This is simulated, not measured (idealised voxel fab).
process module | voxel tone inversion
cross-section cut | 215 nm wide | cells 5 nm
A cross-section is a grid of square cells, given in bands from the top down. A band is one or more rows of cells.
Each band's line starts with the height of the band's top and of its bottom, in nm. Then come its materials from left to right, each with its width in nm. One material with "throughout" fills the band from edge to edge. "air" is empty space.
Height 0 is the level under which the wafer as received is all one material. The lowest band goes on downwards, as in "0 down".
A width such as "30 to 40" changes by the same amount from each row of cells to the next, from the band's top row to its bottom row.
"no change" after a step means that no cell of the cross-section changed.
closed voids: empty space of 8 cells or more with no open way to the top, each as width x height at its distance from the left edge, in nm
after a step's settings: what the simulator itself notes on the step
overlay nm, on a step with a mask: how far to the right of its planned place the mask lay; to the left if negative
plan
1 op RECEIVE | material Si
2 op CONFORMAL_DEP | material SiCN | thk nm 5
3 op DIRECTIONAL_DEP | material polySi | thk nm 25
4 op PATTERN | tone cover | mask id POSTS | material resist | width nm 20 | pitch nm 45 | thk nm 35 | overlay nm 0
5 op DIRECTIONAL_ETCH | etch materials polySi | depth nm 25
6 op STRIP | etch materials resist
7 op FILL_DEP | material SiO2 | thk nm 10
8 op CMP | height nm 30
9 op STRIP | etch materials polySi
first wafer, as planned
as received, after step 1
  0 down: Si throughout
  closed voids: none
after step 2
  5 to 0: SiCN throughout
  below 0: unchanged
after step 3
  30 to 5: polySi throughout
  below 5: unchanged
after step 4
  65 to 30: air 75 | resist 20 | air 25 | resist 20 | air 75
  below 30: unchanged
after step 5
  65 to 30: air 75 | resist 20 | air 25 | resist 20 | air 75
  30 to 5: air 75 | polySi 20 | air 25 | polySi 20 | air 75
  below 5: unchanged
after step 6
  30 to 5: air 75 | polySi 20 | air 25 | polySi 20 | air 75
  below 5: unchanged
after step 7
  40 to 30: SiO2 throughout
  30 to 5: SiO2 75 | polySi 20 | SiO2 25 | polySi 20 | SiO2 75
  below 5: unchanged
after step 8
  30 to 5: SiO2 75 | polySi 20 | SiO2 25 | polySi 20 | SiO2 75
  below 5: unchanged
after step 9
  30 to 5: SiO2 75 | air 20 | SiO2 25 | air 20 | SiO2 75
  below 5: unchanged
second wafer: like start, like plan, one mistake. Through step 7 it matches the first wafer
when step 8 should have ended
  20 to 5: SiO2 75 | polySi 20 | SiO2 25 | polySi 20 | SiO2 75
  below 5: unchanged
when step 9 should have ended
  20 to 5: SiO2 75 | air 20 | SiO2 25 | air 20 | SiO2 75
  below 5: unchanged
what went wrong: step 8 ran as: op CMP | height nm 20
at the end the second wafer has, in cells: 70 fewer of SiO2
